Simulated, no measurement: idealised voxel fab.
process module | voxel double patterning
cross-section cut | 210 nm wide | cells 5 nm
A cross-section is a grid of square cells, given in bands from the top down. A band is one or more rows of cells.
Each band's line starts with the height of the band's top and of its bottom, in nm. Then come its materials from left to right, each with its width in nm. One material with "throughout" fills the band from edge to edge. "air" is empty space.
Height 0 is the level under which the wafer as received is all one material. The lowest band goes on downwards, as in "0 down".
A width such as "30 to 40" changes by the same amount from each row of cells to the next, from the band's top row to its bottom row.
"no change" after a step means that no cell of the cross-section changed.
closed voids: empty space of 8 cells or more with no open way to the top, each as width x height at its distance from the left edge, in nm
after a step's settings: what the simulator itself notes on the step
overlay nm, on a step with a mask: how far to the right of its planned place the mask lay; to the left if negative
plan
1 op RECEIVE | material Si
2 op CONFORMAL_DEP | material SiO2 | thk nm 10
3 op DIRECTIONAL_DEP | material polySi | thk nm 10
4 op DIRECTIONAL_DEP | material SiN | thk nm 5
5 op PATTERN | tone open | mask id FIRST | material resist | width nm 15 | pitch nm 50 | thk nm 15 | overlay nm 0
6 op DIRECTIONAL_ETCH | etch materials SiN | depth nm 5
7 op STRIP | etch materials resist
8 op DIRECTIONAL_DEP | material aC | thk nm 10
9 op PATTERN | tone open | mask id SECOND | material resist | width nm 15 | pitch nm 50 | thk nm 25 | overlay nm 0
10 op DIRECTIONAL_ETCH | etch materials aC | depth nm 10
11 op STRIP | etch materials resist
12 op DIRECTIONAL_ETCH | etch materials SiN | depth nm 5
13 op STRIP | etch materials aC
14 op DIRECTIONAL_ETCH | etch materials polySi | depth nm 10
15 op STRIP | etch materials SiN
as received, after step 1
  0 down: Si throughout
  closed voids: none
a wafer at the end: this start, this plan, one mistake
  20 to 10: polySi 45 | air 30 | polySi 20 | air 30 | polySi 20 | air 15 | polySi 50
  10 to 0: SiO2 throughout
  0 down: Si throughout
  closed voids: none
what went wrong: step 9 ran as: op PATTERN | tone open | mask id SECOND | material resist | width nm 15 | pitch nm 50 | thk nm 25 | overlay nm -10
